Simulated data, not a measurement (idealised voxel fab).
Title: Process Module voxel spacer lines
Displayed cross-section: cut, width of 155 nm, square cells sized 5 nm.
A cross-section in this document is a grid of square cells, and it is written down as bands, the top band listed before the ones below it; a band is made up of one or more rows of cells.
Band entry format. Leading values: height of top, height of bottom, nm. Remainder: materials in left-to-right order, each with its width in nm. Special words: "everywhere" on a single material, which then fills the band edge to edge; "empty", empty space.
Zero point of the height axis is 0; under it, received wafer = one material. Lowest band: continues down indefinitely, "0 and below".
A width given as "30 to 40" starts at the first number in the band's top row and ends at the second number in its bottom row, shifting by an equal amount at every step from row to row.
Where a step carries "left unchanged", the cross-section came out of it unchanged, cell for cell.
What "Unvented voids" gives you is every empty space of 8 cells or more that is cut off from the top. Each appears as width x height at distance, with the distance taken from the left edge and width, height and distance all in nm.
Whatever follows a step's settings on its line is a remark the simulator itself makes about that step.
Among the settings permitted on a step's line is "overlay nm"; applied to a step with a mask, it specifies the extent to which the mask lay to the right of its planned position, whereas a negative figure signifies a position to the left.

**Planned process steps**
1. RECEIVE [material Si]
2. CONFORMAL_DEP [material Al2O3] [thk nm 10]
3. DIRECTIONAL_DEP [material SiN] [thk nm 20]
4. DIRECTIONAL_DEP [material aC] [thk nm 25]
5. PATTERN [tone cover] [mask id MANDREL] [material resist] [width nm 20] [pitch nm 60] [thk nm 30] [overlay nm 0]
6. DIRECTIONAL_ETCH [etch materials aC] [depth nm 25]
7. STRIP [etch materials resist]
8. CONFORMAL_DEP [material SiO2] [thk nm 10]
9. DIRECTIONAL_ETCH [etch materials SiO2] [depth nm 10]
10. STRIP [etch materials aC]
11. DIRECTIONAL_ETCH [etch materials SiN] [depth nm 20]
12. STRIP [etch materials SiO2]

**Incoming wafer in cross-section (state: after step 1)**
0 and below | Si everywhere
Unvented voids: none

**first wafer at the end, as planned**
30 down to 10 | 25 of empty / 10 of SiN / 20 of empty / 10 of SiN / 20 of empty / 10 of SiN / 20 of empty / 10 of SiN / 30 of empty
10 down to 0 | Al2O3 everywhere
0 and below | Si everywhere
Unvented voids: none

**Cross-section at end of module for the second wafer of two, which matched the first in starting point and plan and differed by one mistake in its processing**
30 down to 10 | 25 of empty / 40 of SiN / 20 of empty / 40 of SiN / 30 of empty
10 down to 0 | Al2O3 everywhere
0 and below | Si everywhere
Unvented voids: none
Against the plan, the run slipped here: plan vs actual: 10 and 11 interchanged
At the finish, the second wafer shows more or fewer cells for some materials than the first does: SiN +32
